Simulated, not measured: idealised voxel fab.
The process module that follows is named voxel ribs on slabs.
Section cut is 200 nm wide and gridded with 5 nm square cells.
We lay out every cross-section as a grid of square cells and spell it out in bands from the top down, where one band means one or more rows of cells.
For a band, the entry starts with two heights in nm, that of the top and then that of the bottom, and carries on with the band's materials in order from left to right, each alongside its width in nm; the word "edge to edge" beside a single material means it fills the band edge to edge, and "air" means empty space.
The level at which height equals 0 is the one under which the wafer, as it arrives, is entirely one material. No lower edge exists for the bottom band, which continues downward and is notated as in "0 nm and below".
Per-row width for "30 to 40": begins at first number (top row of band), ends at second number (bottom row), increment between rows held constant.
"no alterations made" for a step: no cell of the cross-section changed in that step.
If an empty space has no open way to the top and is at least 8 cells in size, "Voids, fully enclosed" lists it, written width x height at distance, where distance is measured from the left edge and every value is in nm.
The remark found on a step's line after its settings is issued by the simulator itself and pertains to that step.
overlay nm, on a step with a mask: how far to the right of its planned place the mask lay; to the left if negative
Set out below are the planned steps of the process:
1) op RECEIVE | material Si
2) op DIRECTIONAL_DEP | material SiO2 | thk nm 30
3) op DIRECTIONAL_DEP | material polySi | thk nm 15
4) op MASKED_ETCH | tone cover | mask id RIB | width nm 15 | etch materials polySi | depth nm 10 | overlay nm 0
5) op PATTERN | tone cover | mask id SLAB | material resist | width nm 55 | thk nm 15 | overlay nm 0
6) op DIRECTIONAL_ETCH | etch materials polySi | depth nm 5
7) op STRIP | etch materials resist
8) op FILL_DEP | material SiO2 | thk nm 20
9) op CMP | height nm 55
10) op DIRECTIONAL_DEP | material W | thk nm 5
11) op MASKED_ETCH | tone cover | mask id HEATER | width nm 25 | etch materials W | depth nm 5 | overlay nm 0
12) op CONFORMAL_DEP | material SiN | thk nm 5
The following pertains to the first of two wafers, which was processed as planned:
Incoming wafer in cross-section (state: after step 1):
> 0 nm and below | Si edge to edge
> Voids, fully enclosed: none
Wafer section view after processing step 2:
> 30 nm to 0 nm | SiO2 edge to edge
> Below a height of 0, the structure has not been altered.
Wafer section view after processing step 3:
> 45 nm to 30 nm | polySi edge to edge
> Below a height of 30, the structure has not been altered.
Wafer section view after processing step 4:
> 45 nm to 35 nm | 90 nm air, then 15 nm polySi, then 95 nm air
> Below a height of 35, the structure has not been altered.
Wafer section view after processing step 5:
> 60 nm to 45 nm | 70 nm air, then 55 nm resist, then 75 nm air
> 45 nm to 35 nm | 70 nm air, then 20 nm resist, then 15 nm polySi, then 20 nm resist, then 75 nm air
> Below a height of 35, the structure has not been altered.
Wafer section view after processing step 6:
> 60 nm to 45 nm | 70 nm air, then 55 nm resist, then 75 nm air
> 45 nm to 35 nm | 70 nm air, then 20 nm resist, then 15 nm polySi, then 20 nm resist, then 75 nm air
> 35 nm to 30 nm | 70 nm air, then 55 nm polySi, then 75 nm air
> Below a height of 30, the structure has not been altered.
Wafer section view after processing step 7:
> 45 nm to 35 nm | 90 nm air, then 15 nm polySi, then 95 nm air
> Below a height of 35, the structure has not been altered.
Wafer section view after processing step 8:
> 65 nm to 45 nm | SiO2 edge to edge
> 45 nm to 35 nm | 90 nm SiO2, then 15 nm polySi, then 95 nm SiO2
> 35 nm to 30 nm | 70 nm SiO2, then 55 nm polySi, then 75 nm SiO2
> Below a height of 30, the structure has not been altered.
Wafer section view after processing step 9:
> 55 nm to 45 nm | SiO2 edge to edge
> Below a height of 45, the structure has not been altered.
Wafer section view after processing step 10:
> 60 nm to 55 nm | W edge to edge
> Below a height of 55, the structure has not been altered.
Wafer section view after processing step 11:
> 60 nm to 55 nm | 85 nm air, then 25 nm W, then 90 nm air
> Below a height of 55, the structure has not been altered.
Wafer section view after processing step 12:
> 65 nm to 60 nm | 80 nm air, then 35 nm SiN, then 85 nm air
> 60 nm to 55 nm | 85 nm SiN, then 25 nm W, then 90 nm SiN
> Below a height of 55, the structure has not been altered.
Wafer two. Same start, same plan, one slip in execution. Same as wafer one through step 9, inclusive:
The second wafer cut through, at the time step 10 was supposed to be finished:
> 60 nm to 55 nm | SiN edge to edge
> Below a height of 55, the structure has not been altered.
The second wafer cut through, at the time step 11 was supposed to be finished: no alterations made
The second wafer cut through, at the time step 12 was supposed to be finished:
> 65 nm to 55 nm | SiN edge to edge
> Below a height of 55, the structure has not been altered.
what went wrong: it should be noted that step 10 was executed with settings other than those planned, the operation and settings actually applied being op DIRECTIONAL_DEP | material SiN | thk nm 5
It is noted that, at the conclusion of processing, the second wafer exhibits a higher or lower cell count for certain materials relative to the first: SiN +38, W -5
